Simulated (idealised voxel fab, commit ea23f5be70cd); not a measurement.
voxel spacer lines: a process module
Each square cell in cross-section cut measures 5 nm, and the section as a whole is 190 nm wide.
If you're reading a cross-section in this doc, picture square cells in a grid; it comes to you as bands, top ones listed first down to the bottom, and a band can be one or more rows of cells.
Quick guide to a band line: top height, bottom height (nm) up front; then every material left to right with its width in nm. Only one material and it's marked "everywhere"? Then it fills the band edge to edge. And "blank" just means empty space.
Heights are reckoned from 0. Under this level, the received wafer is all of one material. The bottommost band is open-ended downward, for example "0 down".
Width: "30->40" (first number = top row, second number = bottom row, same change from row to row of cells).
"no alteration", as given for a step, is the statement that not any cell of the cross-section underwent a change during that step.
The list in "Sealed internal cavities" covers empty spaces of 8 cells or more that cannot reach the top through any open way, and it gives each as width x height at distance; the distance is from the left edge, and width, height and distance are in nm.
It should be noted that, on the line of a given step, the content following the step's settings is a remark produced by the simulator itself with respect to that step.
The setting "overlay nm" may be written on the line of a step. When the step uses a mask, the value reports how far to the right of the planned place the mask lay, and a negative value reports that it lay to the left.
-- Process steps foreseen in the plan
| 1 | RECEIVE,material Si |
| 2 | CONFORMAL_DEP,material Al2O3,thk nm 10 |
| 3 | DIRECTIONAL_DEP,material TiN,thk nm 10 |
| 4 | DIRECTIONAL_DEP,material aC,thk nm 30 |
| 5 | PATTERN,tone cover,mask id MANDREL,material resist,width nm 15,pitch nm 50,thk nm 40,overlay nm 0 |
| 6 | DIRECTIONAL_ETCH,etch materials aC,depth nm 30 |
| 7 | STRIP,etch materials resist |
| 8 | CONFORMAL_DEP,material SiN,thk nm 10 |
| 9 | DIRECTIONAL_ETCH,etch materials SiN,depth nm 10 |
| 10 | STRIP,etch materials aC |
| 11 | DIRECTIONAL_ETCH,etch materials TiN,depth nm 10 |
| 12 | STRIP,etch materials SiN |
-- Received-state cross-section, reflecting completion of step 1
  0 down: Si everywhere
  Sealed internal cavities: none
-- Cross-section: first of two wafers, module finished, run according to plan
  20 to 10: blank 50 nm  TiN 10 nm  blank 15 nm  TiN 10 nm  blank 15 nm  TiN 10 nm  blank 15 nm  TiN 10 nm  blank 55 nm
  10 to 0: Al2O3 everywhere
  0 down: Si everywhere
  Sealed internal cavities: none
-- This cross-section belongs to the second wafer of two at the end of the module; the start and the plan were shared with the first, and the run included one mistake
  20 to 10: blank 50 nm  TiN 10 nm  blank 20 nm  TiN 10 nm  blank 10 nm  TiN 10 nm  blank 20 nm  TiN 10 nm  blank 50 nm
  10 to 0: Al2O3 everywhere
  0 down: Si everywhere
  Sealed internal cavities: none
So what did we get wrong on this run? step 5 was run on a setting that differed from the plan, and what really ran there is PATTERN,tone cover,mask id MANDREL,material resist,width nm 20,pitch nm 50,thk nm 40,overlay nm 0
The concluding comparison shows that, measured in cells, each material is equally abundant on both wafers, albeit at different positions.
